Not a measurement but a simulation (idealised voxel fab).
Presented below is a process module, voxel transistor to metal.
Section cut is 260 nm wide and gridded with 5 nm square cells.
Heads up, the way a cross-section reads in here is a grid of square cells, handed over as bands from the top down, with every band being one or more rows of cells. Per band: top height and bottom height in nm, followed by the left-to-right materials and their widths in nm; "throughout" marks a single material spanning edge to edge, "air" marks empty space. Where do heights start? At 0: under that level the wafer as delivered is made of one material only. And the lowest band has no floor; it just carries on downward, as in "top 0, no bottom". Width: "30..40" (first number = top row, second number = bottom row, same change from row to row of cells). "no alteration" means the step left every cell of the cross-section as it was. Basically, "Trapped void list" tells you about the enclosed voids: empty spaces with no open way to the top, 8 cells or bigger, each written width x height at distance, where distance is from the left edge, all in nm. What comes after the settings on a step's line is commentary from the simulator itself on that step. Among the settings permitted on a step's line is "overlay nm"; applied to a step with a mask, it specifies the extent to which the mask lay to the right of its planned position, whereas a negative figure signifies a position to the left.

[Below is the list of planned process steps]
- 1: RECEIVE: material Si
- 2: OXIDIZE: depth nm 5
- 3: CONFORMAL_DEP: material SiN, thk nm 10
- 4: PATTERN: tone cover, mask id ACTIVE, material resist, width nm 105, pitch nm 125, thk nm 15, overlay nm 0
- 5: DIRECTIONAL_ETCH: etch materials SiN, depth nm 10
- 6: DIRECTIONAL_ETCH: etch materials SiO2, depth nm 5
- 7: DIRECTIONAL_ETCH: etch materials Si, depth nm 30
- 8: STRIP: etch materials resist
- 9: OXIDIZE: depth nm 5
- 10: FILL_DEP: material SiO2, thk nm 15
- 11: CMP: height nm 10
- 12: SELECTIVE_ETCH: etch materials SiO2, depth nm 5
- 13: STRIP: etch materials SiN
- 14: SELECTIVE_ETCH: etch materials SiO2, depth nm 5
- 15: OXIDIZE: depth nm 5
- 16: DIRECTIONAL_DEP: material polySi, thk nm 30
- 17: DIRECTIONAL_DEP: material SiCN, thk nm 10
- 18: MASKED_ETCH: tone cover, mask id GATE, width nm 15, pitch nm 125, etch materials SiCN, depth nm 20, overlay nm 0
- 19: MASKED_ETCH: tone cover, mask id GATE, width nm 15, pitch nm 125, etch materials polySi, depth nm 40, overlay nm 0
- 20: CONFORMAL_DEP: material SiO2, thk nm 5
- 21: DIRECTIONAL_ETCH: etch materials SiO2, depth nm 5
- 22: CONFORMAL_DEP: material SiN, thk nm 10
- 23: DIRECTIONAL_ETCH: etch materials SiN, depth nm 10
- 24: DIRECTIONAL_ETCH: etch materials SiO2, depth nm 5
- 25: EPI: material SiGe, thk nm 5
- 26: FILL_DEP: material SiO2, thk nm 10
- 27: CMP: height nm 35
- 28: DIRECTIONAL_DEP: material SiO2, thk nm 15
- 29: PATTERN: tone open, mask id CONTACT, material resist, width nm 20, thk nm 15, overlay nm 0
- 30: DIRECTIONAL_ETCH: etch materials SiO2, depth nm 55
- 31: STRIP: etch materials resist
- 32: CONFORMAL_DEP: material TiN, thk nm 5
- 33: FILL_DEP: material Ru, thk nm 5
- 34: CMP: height nm 50
- 35: CONFORMAL_DEP: material SiCN, thk nm 5
- 36: DIRECTIONAL_DEP: material lowk, thk nm 15
- 37: MASKED_ETCH: tone open, mask id METAL_1, width nm 20, etch materials lowk, depth nm 15, overlay nm 0
- 38: MASKED_ETCH: tone open, mask id METAL_1, width nm 20, etch materials SiCN, depth nm 5, overlay nm 0
- 39: CONFORMAL_DEP: material TiN, thk nm 5
- 40: FILL_DEP: material W, thk nm 10
- 41: CMP: height nm 70
- 42: CONFORMAL_DEP: material SiCN, thk nm 5
- 43: DIRECTIONAL_DEP: material SiO2, thk nm 25
- 44: DIRECTIONAL_DEP: material aC, thk nm 10
- 45: PATTERN: tone open, mask id METAL_2_HOLES, material resist, width nm 15, pitch nm 125, thk nm 30, overlay nm 0
- 46: DIRECTIONAL_ETCH: etch materials aC, depth nm 10
- 47: STRIP: etch materials resist
- 48: DIRECTIONAL_ETCH: etch materials SiO2, depth nm 35
- 49: STRIP: etch materials aC
- 50: PATTERN: tone open, mask id METAL_2, material resist, width nm 20, pitch nm 125, thk nm 20, overlay nm 0
- 51: DIRECTIONAL_ETCH: etch materials SiO2, depth nm 20
- 52: DIRECTIONAL_ETCH: etch materials SiCN, depth nm 5
- 53: STRIP: etch materials resist
- 54: CONFORMAL_DEP: material TiN, thk nm 5
- 55: FILL_DEP: material Cu, thk nm 5
- 56: CMP: height nm 110
- 57: CONFORMAL_DEP: material SiN, thk nm 5
Keep in mind the plan's value for the thk nm of step 43 comes from the first wafer; the wafers don't share that setting, but they do share the same starting point.

[Cross-section of the first of several wafers as received (after step 1)]
* top 0, no bottom = Si throughout
* Trapped void list: none

[first wafer at the end, after step 57]
* top 115, bottom 110 = SiN throughout
* top 110, bottom 105 = Cu throughout
* top 105, bottom 100 = TiN: 30, then Cu: 10, then TiN: 115, then Cu: 10, then TiN: 95
* top 100, bottom 85 = SiO2: 25, then TiN: 5, then Cu: 10, then TiN: 5, then SiO2: 105, then TiN: 5, then Cu: 10, then TiN: 5, then SiO2: 90
* top 85, bottom 75 = SiO2: 25, then TiN: 5, then Cu: 5, then TiN: 10..5, then SiO2: 105..110, then TiN: 5, then Cu: 5, then TiN: 10..5, then SiO2: 90..95
* top 75, bottom 70 = SiCN: 25, then TiN: 15, then SiCN: 110, then TiN: 15, then SiCN: 95
* top 70, bottom 55 = lowk: 25, then TiN: 5, then W: 10, then TiN: 5, then lowk: 45, then TiN: 5, then W: 10, then TiN: 5, then lowk: 40, then TiN: 5, then W: 10, then TiN: 5, then lowk: 45, then TiN: 5, then W: 10, then TiN: 5, then lowk: 25
* top 55, bottom 50 = SiCN: 25, then TiN: 20, then SiCN: 45, then TiN: 20, then SiCN: 40, then TiN: 20, then SiCN: 45, then TiN: 20, then SiCN: 25
* top 50, bottom 35 = SiO2: 25, then TiN: 5, then Ru: 10, then TiN: 5, then SiO2: 45, then TiN: 5, then Ru: 10, then TiN: 5, then SiO2: 40, then TiN: 5, then Ru: 10, then TiN: 5, then SiO2: 45, then TiN: 5, then Ru: 10, then TiN: 5, then SiO2: 25
* top 35, bottom 25 = SiO2: 25, then TiN: 5, then Ru: 10, then TiN: 5, then SiN: 10, then SiO2: 5, then SiCN: 15, then SiO2: 5, then SiN: 10, then TiN: 5, then Ru: 10, then TiN: 5, then SiO2: 40, then TiN: 5, then Ru: 10, then TiN: 5, then SiN: 10, then SiO2: 5, then SiCN: 15, then SiO2: 5, then SiN: 10, then TiN: 5, then Ru: 10, then TiN: 5, then SiO2: 25
* top 25, bottom 0 = SiO2: 25, then TiN: 5, then Ru: 10, then TiN: 5, then SiN: 10, then SiO2: 5, then polySi: 15, then SiO2: 5, then SiN: 10, then TiN: 5, then Ru: 10, then TiN: 5, then SiO2: 40, then TiN: 5, then Ru: 10, then TiN: 5, then SiN: 10, then SiO2: 5, then polySi: 15, then SiO2: 5, then SiN: 10, then TiN: 5, then Ru: 10, then TiN: 5, then SiO2: 25
* top 0, bottom -5 = SiO2: 15, then SiN: 10, then TiN: 20, then SiN: 10, then SiO2: 5, then polySi: 15, then SiO2: 5, then SiN: 10, then TiN: 20, then SiN: 10, then SiO2: 20, then SiN: 10, then TiN: 20, then SiN: 10, then SiO2: 5, then polySi: 15, then SiO2: 5, then SiN: 10, then TiN: 20, then SiN: 10, then SiO2: 15
* top -5, bottom -10 = SiO2: 25, then SiGe: 20, then SiO2: 45, then SiGe: 20, then SiO2: 40, then SiGe: 20, then SiO2: 45, then SiGe: 20, then SiO2: 25
* top -10, bottom -40 = SiO2: 20, then Si: 95, then SiO2: 30, then Si: 95, then SiO2: 20
* top -40, no bottom = Si throughout
* Trapped void list: none

[Cross-section of the last wafer at end of module]
* top 115, bottom 110 = SiN throughout
* top 110, bottom 105 = SiO2: 25, then TiN: 5, then Cu: 5, then TiN: 10, then SiO2: 105, then TiN: 5, then Cu: 5, then TiN: 10, then SiO2: 90
* top 105, bottom 75 = SiO2: 25, then TiN: 5, then Cu: 5, then TiN: 5, then SiO2: 110, then TiN: 5, then Cu: 5, then TiN: 5, then SiO2: 95
* top 75, bottom 70 = SiCN: 25, then TiN: 15, then SiCN: 110, then TiN: 15, then SiCN: 95
* top 70, bottom 55 = lowk: 25, then TiN: 5, then W: 10, then TiN: 5, then lowk: 45, then TiN: 5, then W: 10, then TiN: 5, then lowk: 40, then TiN: 5, then W: 10, then TiN: 5, then lowk: 45, then TiN: 5, then W: 10, then TiN: 5, then lowk: 25
* top 55, bottom 50 = SiCN: 25, then TiN: 20, then SiCN: 45, then TiN: 20, then SiCN: 40, then TiN: 20, then SiCN: 45, then TiN: 20, then SiCN: 25
* top 50, bottom 35 = SiO2: 25, then TiN: 5, then Ru: 10, then TiN: 5, then SiO2: 45, then TiN: 5, then Ru: 10, then TiN: 5, then SiO2: 40, then TiN: 5, then Ru: 10, then TiN: 5, then SiO2: 45, then TiN: 5, then Ru: 10, then TiN: 5, then SiO2: 25
* top 35, bottom 25 = SiO2: 25, then TiN: 5, then Ru: 10, then TiN: 5, then SiN: 10, then SiO2: 5, then SiCN: 15, then SiO2: 5, then SiN: 10, then TiN: 5, then Ru: 10, then TiN: 5, then SiO2: 40, then TiN: 5, then Ru: 10, then TiN: 5, then SiN: 10, then SiO2: 5, then SiCN: 15, then SiO2: 5, then SiN: 10, then TiN: 5, then Ru: 10, then TiN: 5, then SiO2: 25
* top 25, bottom 0 = SiO2: 25, then TiN: 5, then Ru: 10, then TiN: 5, then SiN: 10, then SiO2: 5, then polySi: 15, then SiO2: 5, then SiN: 10, then TiN: 5, then Ru: 10, then TiN: 5, then SiO2: 40, then TiN: 5, then Ru: 10, then TiN: 5, then SiN: 10, then SiO2: 5, then polySi: 15, then SiO2: 5, then SiN: 10, then TiN: 5, then Ru: 10, then TiN: 5, then SiO2: 25
* top 0, bottom -5 = SiO2: 15, then SiN: 10, then TiN: 20, then SiN: 10, then SiO2: 5, then polySi: 15, then SiO2: 5, then SiN: 10, then TiN: 20, then SiN: 10, then SiO2: 20, then SiN: 10, then TiN: 20, then SiN: 10, then SiO2: 5, then polySi: 15, then SiO2: 5, then SiN: 10, then TiN: 20, then SiN: 10, then SiO2: 15
* top -5, bottom -10 = SiO2: 25, then SiGe: 20, then SiO2: 45, then SiGe: 20, then SiO2: 40, then SiGe: 20, then SiO2: 45, then SiGe: 20, then SiO2: 25
* top -10, bottom -40 = SiO2: 20, then Si: 95, then SiO2: 30, then Si: 95, then SiO2: 20
* top -40, no bottom = Si throughout
* Trapped void list: none

[Gained (+) or lost (-) cells of each material since receipt, then closed voids: one row per wafer, at the end of the module]
thk nm 25 | +72 Cu | +80 Ru | -188 Si | +94 SiCN | +16 SiGe | +124 SiN | +618 SiO2 | +212 TiN | +24 W | +108 lowk | +36 polySi | Trapped void list: none
thk nm 30 | +22 Cu | +80 Ru | -188 Si | +94 SiCN | +16 SiGe | +124 SiN | +664 SiO2 | +216 TiN | +24 W | +108 lowk | +36 polySi | Trapped void list: none
thk nm 35 | +20 Cu | +80 Ru | -188 Si | +94 SiCN | +16 SiGe | +124 SiN | +710 SiO2 | +172 TiN | +24 W | +108 lowk | +36 polySi | Trapped void list: none
thk nm 40 | +18 Cu | +80 Ru | -188 Si | +94 SiCN | +16 SiGe | +124 SiN | +712 SiO2 | +172 TiN | +24 W | +108 lowk | +36 polySi | Trapped void list: none
thk nm 45 | +16 Cu | +80 Ru | -188 Si | +94 SiCN | +16 SiGe | +124 SiN | +714 SiO2 | +172 TiN | +24 W | +108 lowk | +36 polySi | Trapped void list: none
thk nm 50 | +14 Cu | +80 Ru | -188 Si | +94 SiCN | +16 SiGe | +124 SiN | +716 SiO2 | +172 TiN | +24 W | +108 lowk | +36 polySi | Trapped void list: none
